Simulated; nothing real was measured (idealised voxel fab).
Process module name: voxel capacitor over wiring
It is cross-section cut that appears here, measuring 270 nm in width, its square cells being 5 nm in size.
Throughout this document, each cross-section is represented as a grid of square cells and is presented as a sequence of bands enumerated from the top downward, where a band comprises one or more rows of cells. Band: top and bottom heights (nm) first, top before bottom; then materials from left to right, widths in nm. "throughout" marks a sole material filling the band edge to edge. "empty" denotes empty space. Basically, 0 is our baseline, since under it the wafer straight out of the box is all one material. The bottom band has no lower end and keeps on going down, so it looks like "0 -> down". A two-number width, for instance "30->40", indicates that the width is equal to the first number in the top row of the band and to the second number in the bottom row, and that it changes by a constant amount per row of cells. The designation "nothing was modified", where it is given for a processing step, indicates that no cell of the cross-section was altered in the course of that step. What "Closed void catalog" gives you is every empty space of 8 cells or more that is cut off from the top. Each appears as width x height at distance, with the distance taken from the left edge and width, height and distance all in nm. If you see something after the settings on a step's line, that's the simulator's own remark about that step. When a step includes a mask, the "overlay nm" setting on its line states how far to the right of its planned place that mask lay, and negative values state how far to the left.
**Process steps (planned)**
step 1: RECEIVE (material Si)
step 2: CONFORMAL_DEP (material SiO2; thk nm 15)
step 3: CONFORMAL_DEP (material SiN; thk nm 5)
step 4: DIRECTIONAL_DEP (material SiO2; thk nm 20)
step 5: DIRECTIONAL_DEP (material aC; thk nm 15)
step 6: PATTERN (tone open; mask id METAL_1; material resist; width nm 30; pitch nm 80; thk nm 35; overlay nm 0)
step 7: DIRECTIONAL_ETCH (etch materials aC; depth nm 15)
step 8: STRIP (etch materials resist)
step 9: DIRECTIONAL_ETCH (etch materials SiO2; depth nm 20)
step 10: DIRECTIONAL_ETCH (etch materials SiN; depth nm 5)
step 11: STRIP (etch materials aC)
step 12: CONFORMAL_DEP (material TiN; thk nm 5)
step 13: FILL_DEP (material Cu; thk nm 5)
step 14: CMP (height nm 40)
step 15: CONFORMAL_DEP (material SiCN; thk nm 5)
step 16: DIRECTIONAL_DEP (material lowk; thk nm 20)
step 17: MASKED_ETCH (tone open; mask id PLUG_1; width nm 15; etch materials lowk; depth nm 20; overlay nm 0)
step 18: MASKED_ETCH (tone open; mask id PLUG_1; width nm 15; etch materials SiCN; depth nm 5; overlay nm 0)
step 19: CONFORMAL_DEP (material TiN; thk nm 5)
step 20: FILL_DEP (material Cu; thk nm 5)
step 21: CMP (height nm 65)
step 22: DIRECTIONAL_DEP (material TiN; thk nm 10)
step 23: DIRECTIONAL_DEP (material HfO2; thk nm 5)
step 24: DIRECTIONAL_DEP (material TiN; thk nm 5)
step 25: PATTERN (tone cover; mask id UPPER_PLATE; material resist; width nm 55; thk nm 15; overlay nm 0)
step 26: DIRECTIONAL_ETCH (etch materials TiN; depth nm 5)
step 27: DIRECTIONAL_ETCH (etch materials HfO2; depth nm 5)
step 28: STRIP (etch materials resist)
step 29: DIRECTIONAL_DEP (material aC; thk nm 10)
step 30: PATTERN (tone cover; mask id LOWER_PLATE; material resist; width nm 65; thk nm 25; overlay nm 0)
step 31: DIRECTIONAL_ETCH (etch materials aC; depth nm 10)
step 32: STRIP (etch materials resist)
step 33: DIRECTIONAL_ETCH (etch materials TiN; depth nm 10)
step 34: STRIP (etch materials aC)
step 35: FILL_DEP (material SiO2; thk nm 15)
step 36: CMP (height nm 95)
step 37: DIRECTIONAL_DEP (material aC; thk nm 10)
step 38: PATTERN (tone open; mask id PLUG_2; material resist; width nm 15; thk nm 30; overlay nm 0)
step 39: DIRECTIONAL_ETCH (etch materials aC; depth nm 10)
step 40: STRIP (etch materials resist)
step 41: DIRECTIONAL_ETCH (etch materials SiO2; depth nm 10)
step 42: STRIP (etch materials aC)
step 43: CONFORMAL_DEP (material TiN; thk nm 5)
step 44: FILL_DEP (material Ru; thk nm 5)
step 45: CMP (height nm 95)
step 46: CONFORMAL_DEP (material SiN; thk nm 5)
**Received-state cross-section, reflecting completion of step 1**
  0 -> down = Si throughout
  Closed void catalog: none
**Here's the cross-section of the first of our two wafers at the end of the module - it ran as planned**
  100 -> 95 = SiN throughout
  95 -> 90 = 105 SiO2 / 5 TiN / 5 Ru / 5 TiN / 150 SiO2
  90 -> 80 = 105->95 SiO2 / 15->55 TiN / 150->120 SiO2
  80 -> 75 = 95 SiO2 / 55 HfO2 / 120 SiO2
  75 -> 65 = 90 SiO2 / 65 TiN / 115 SiO2
  65 -> 45 = 95 lowk / 5 TiN / 5 Cu / 5 TiN / 160 lowk
  45 -> 40 = 95 SiCN / 15 TiN / 160 SiCN
  40 -> 20 = 80 SiO2 / 5 TiN / 20 Cu / 5 TiN / 50 SiO2 / 5 TiN / 20 Cu / 5 TiN / 80 SiO2
  20 -> 15 = 80 SiN / 30 TiN / 50 SiN / 30 TiN / 80 SiN
  15 -> 0 = SiO2 throughout
  0 -> down = Si throughout
  Closed void catalog: none
**Cross-section of the latter of the two wafers at module completion. It had an identical start and an identical plan to the former; in running it, one mistake was made**
  100 -> 95 = SiN throughout
  95 -> 90 = 105 SiO2 / 5 TiN / 5 Ru / 5 TiN / 150 SiO2
  90 -> 80 = 105->95 SiO2 / 15->55 TiN / 150->120 SiO2
  80 -> 75 = 95 SiO2 / 55 HfO2 / 120 SiO2
  75 -> 65 = 90 SiO2 / 65 TiN / 115 SiO2
  65 -> 45 = 95 lowk / 5 TiN / 5 Cu / 5 TiN / 160 lowk
  45 -> 40 = 95 SiCN / 15 TiN / 160 SiCN
  40 -> 30 = 80 SiO2 / 5 TiN / 20 Cu / 5 TiN / 50 SiO2 / 5 TiN / 20 Cu / 5 TiN / 80 SiO2
  30 -> 25 = 80 SiN / 30 TiN / 50 SiN / 30 TiN / 80 SiN
  25 -> 15 = SiN throughout
  15 -> 0 = SiO2 throughout
  0 -> down = Si throughout
  Closed void catalog: none
Deviation from plan: step 3 did not use the planned setting and instead ran as CONFORMAL_DEP (material SiN; thk nm 15)
Once processing is complete, comparing cell counts shows that the second wafer has more or fewer of certain materials than the first: 16 fewer of Cu; 108 more of SiN; 84 fewer of SiO2; 8 fewer of TiN
